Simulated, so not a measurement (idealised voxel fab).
process module | voxel self aligned contacts
cross-section cut | 200 nm wide | cells 5 nm
A cross-section is a grid of square cells, given in bands from the top down. A band is one or more rows of cells.
Each band's line starts with the height of the band's top and of its bottom, in nm. Then come its materials from left to right, each with its width in nm. One material with "throughout" fills the band from edge to edge. "air" is empty space.
Height 0 is the level under which the wafer as received is all one material. The lowest band goes on downwards, as in "0 down".
A width such as "30 to 40" changes by the same amount from each row of cells to the next, from the band's top row to its bottom row.
"no change" after a step means that no cell of the cross-section changed.
closed voids: empty space of 8 cells or more with no open way to the top, each as width x height at its distance from the left edge, in nm
after a step's settings: what the simulator itself notes on the step
overlay nm, on a step with a mask: how far to the right of its planned place the mask lay; to the left if negative
plan
1 op RECEIVE | material Si
2 op OXIDIZE | depth nm 5
3 op DIRECTIONAL_DEP | material polySi | thk nm 20
4 op DIRECTIONAL_DEP | material SiN | thk nm 25
5 op DIRECTIONAL_DEP | material aC | thk nm 10
6 op PATTERN | tone cover | mask id GATE | material resist | width nm 20 | pitch nm 65 | thk nm 30 | overlay nm 0
7 op DIRECTIONAL_ETCH | etch materials aC | depth nm 10
8 op STRIP | etch materials resist
9 op DIRECTIONAL_ETCH | etch materials SiN | depth nm 25
10 op DIRECTIONAL_ETCH | etch materials polySi | depth nm 20
11 op STRIP | etch materials aC
12 op CONFORMAL_DEP | material SiN | thk nm 10
13 op DIRECTIONAL_ETCH | etch materials SiN | depth nm 10
14 op FILL_DEP | material SiO2 | thk nm 20
15 op CMP | height nm 55
16 op MASKED_ETCH | tone open | mask id CONTACT | width nm 45 | pitch nm 65 | etch materials SiO2 | depth nm 60 | overlay nm 0
17 op CONFORMAL_DEP | material TiN | thk nm 5
18 op FILL_DEP | material Ru | thk nm 10
19 op CMP | height nm 55
20 op CONFORMAL_DEP | material SiN | thk nm 5
varied across the wafers: width nm of step 6. The plan shows the first wafer's value. All wafers start alike
first wafer as received, after step 1
  0 down: Si throughout
  closed voids: none
first wafer at the end, after step 20
  60 to 55: SiN throughout
  55 to 45: SiO2 45 | TiN 5 to 15 | Ru 35 to 15 | TiN 5 to 15 | SiO2 20 | TiN 5 to 15 | Ru 35 to 15 | TiN 5 to 15 | SiO2 45
  45 to 20: SiO2 15 | SiN 40 | TiN 5 | Ru 15 | TiN 5 | SiN 40 | TiN 5 | Ru 15 | TiN 5 | SiN 40 | SiO2 15
  20 to 0: SiO2 15 | SiN 10 | polySi 20 | SiN 10 | TiN 5 | Ru 15 | TiN 5 | SiN 10 | polySi 20 | SiN 10 | TiN 5 | Ru 15 | TiN 5 | SiN 10 | polySi 20 | SiN 10 | SiO2 15
  0 to -5: SiO2 55 | TiN 25 | SiO2 40 | TiN 25 | SiO2 55
  -5 down: Si throughout
  closed voids: none
last wafer at the end
  60 to 55: SiN throughout
  55 to 50: SiO2 45 | TiN 5 | Ru 35 | TiN 5 | SiO2 20 | TiN 5 | Ru 35 | TiN 5 | SiO2 45
  50 to 45: SiO2 45 | TiN 45 | SiO2 20 | TiN 45 | SiO2 45
  45 to 20: SiO2 5 | SiN 60 | TiN 5 | SiN 60 | TiN 5 | SiN 60 | SiO2 5
  20 to 0: SiO2 5 | SiN 10 | polySi 40 | SiN 10 | TiN 5 | SiN 10 | polySi 40 | SiN 10 | TiN 5 | SiN 10 | polySi 40 | SiN 10 | SiO2 5
  0 to -5: SiO2 65 | TiN 5 | SiO2 60 | TiN 5 | SiO2 65
  -5 down: Si throughout
  closed voids: none
each wafer at the end: cells of each material gained (+) or lost (-) since it was received, then its closed voids
width nm 20 | +74 Ru | -40 Si | +208 SiN | +128 SiO2 | +62 TiN | +48 polySi | closed voids: none
width nm 25 | +54 Ru | -40 Si | +223 SiN | +121 SiO2 | +62 TiN | +60 polySi | closed voids: none
width nm 30 | +34 Ru | -40 Si | +238 SiN | +114 SiO2 | +62 TiN | +72 polySi | closed voids: none
width nm 35 | +14 Ru | -40 Si | +253 SiN | +107 SiO2 | +62 TiN | +84 polySi | closed voids: none
width nm 40 | +14 Ru | -40 Si | +268 SiN | +100 SiO2 | +42 TiN | +96 polySi | closed voids: none
